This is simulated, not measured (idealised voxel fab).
The name of this process module is voxel self aligned contacts.
Pictured: cross-section cut, 180 nm wide, on a grid of 5 nm square cells.
Notation: cross-section as square-cell grid; stated in bands, top first, going down; one or more cell rows per band.
In this notation a band is specified by the heights of its top and bottom, in that order and in nm, after which its materials appear from left to right, each paired with its width in nm. The word "edge to edge" attached to a single material means that material fills the band from edge to edge; the word "empty" stands for empty space.
The reference from which all heights are counted is 0, the level beneath which the as-received wafer is entirely one material; the lowest band, having no lower bound, proceeds downward and is written after the example "z 0 and below".
You'd read "30->40" like this: the band's top row of cells is as wide as the first number, its bottom row is as wide as the second, and going down, every row changes width by the same amount as the row before did.
For the purposes of this document, the phrase "remained the same" attached to a step denotes that no cell within the cross-section was modified by that step.
Basically, "Completely sealed voids" tells you about the enclosed voids: empty spaces with no open way to the top, 8 cells or bigger, each written width x height at distance, where distance is from the left edge, all in nm.
Where a step's line continues beyond its settings, the continuation is a remark by the simulator itself on that step.
"overlay nm" denotes, for a step that has a mask, the displacement of the mask to the right of its planned place, with negative values corresponding to the left.
[List of planned process steps]
1,RECEIVE [material Si]
2,OXIDIZE [depth nm 5]
3,DIRECTIONAL_DEP [material polySi] [thk nm 20]
4,DIRECTIONAL_DEP [material SiN] [thk nm 15]
5,DIRECTIONAL_DEP [material aC] [thk nm 10]
6,PATTERN [tone cover] [mask id GATE] [material resist] [width nm 25] [pitch nm 50] [thk nm 25] [overlay nm 0]
7,DIRECTIONAL_ETCH [etch materials aC] [depth nm 10]
8,STRIP [etch materials resist]
9,DIRECTIONAL_ETCH [etch materials SiN] [depth nm 15]
10,DIRECTIONAL_ETCH [etch materials polySi] [depth nm 20]
11,STRIP [etch materials aC]
12,CONFORMAL_DEP [material SiN] [thk nm 5]
13,DIRECTIONAL_ETCH [etch materials SiN] [depth nm 5]
14,FILL_DEP [material SiO2] [thk nm 10]
15,CMP [height nm 40]
16,PATTERN [tone open] [mask id CONTACT] [material resist] [width nm 35] [thk nm 15] [overlay nm 0]
17,DIRECTIONAL_ETCH [etch materials SiO2] [depth nm 45]
18,STRIP [etch materials resist]
19,CONFORMAL_DEP [material TiN] [thk nm 5]
20,FILL_DEP [material Ru] [thk nm 10]
21,CMP [height nm 40]
22,CONFORMAL_DEP [material SiN] [thk nm 5]
[as received, after step 1]
> z 0 and below: Si edge to edge
> Completely sealed voids: none
[Here's the cross-section of the first of our two wafers at the end of the module - it ran as planned]
> z 45 to 40: SiN edge to edge
> z 40 to 35: 70 of SiO2, 15 of TiN, 5 of Ru, 15 of TiN, 75 of SiO2
> z 35 to 20: 45 of SiO2, 35 of SiN, 5 of TiN, 5 of Ru, 5 of TiN, 35 of SiN, 50 of SiO2
> z 20 to 0: 45 of SiO2, 5 of SiN, 25 of polySi, 5 of SiN, 5 of TiN, 5 of Ru, 5 of TiN, 5 of SiN, 25 of polySi, 5 of SiN, 50 of SiO2
> z 0 to -5: 80 of SiO2, 15 of TiN, 85 of SiO2
> z -5 and below: Si edge to edge
> Completely sealed voids: none
[Here's the second of our two wafers sectioned at module end. Same start as the first, same plan, but one mistake got made running it]
> z 45 to 40: SiN edge to edge
> z 40 to 35: 60 of SiO2, 25 of TiN, 5 of Ru, 5 of TiN, 85 of SiO2
> z 35 to 20: 45 of SiO2, 35 of SiN, 5 of TiN, 5 of Ru, 5 of TiN, 35 of SiN, 50 of SiO2
> z 20 to 0: 45 of SiO2, 5 of SiN, 25 of polySi, 5 of SiN, 5 of TiN, 5 of Ru, 5 of TiN, 5 of SiN, 25 of polySi, 5 of SiN, 50 of SiO2
> z 0 to -5: 80 of SiO2, 15 of TiN, 85 of SiO2
> z -5 and below: Si edge to edge
> Completely sealed voids: none
What was the processing mistake? note that step 16 departed from the planned setting and was carried out as PATTERN [tone open] [mask id CONTACT] [material resist] [width nm 35] [thk nm 15] [overlay nm -10]
Comparing end states, the material composition by cell count is preserved from the first wafer to the second, while the locations of the cells are not.
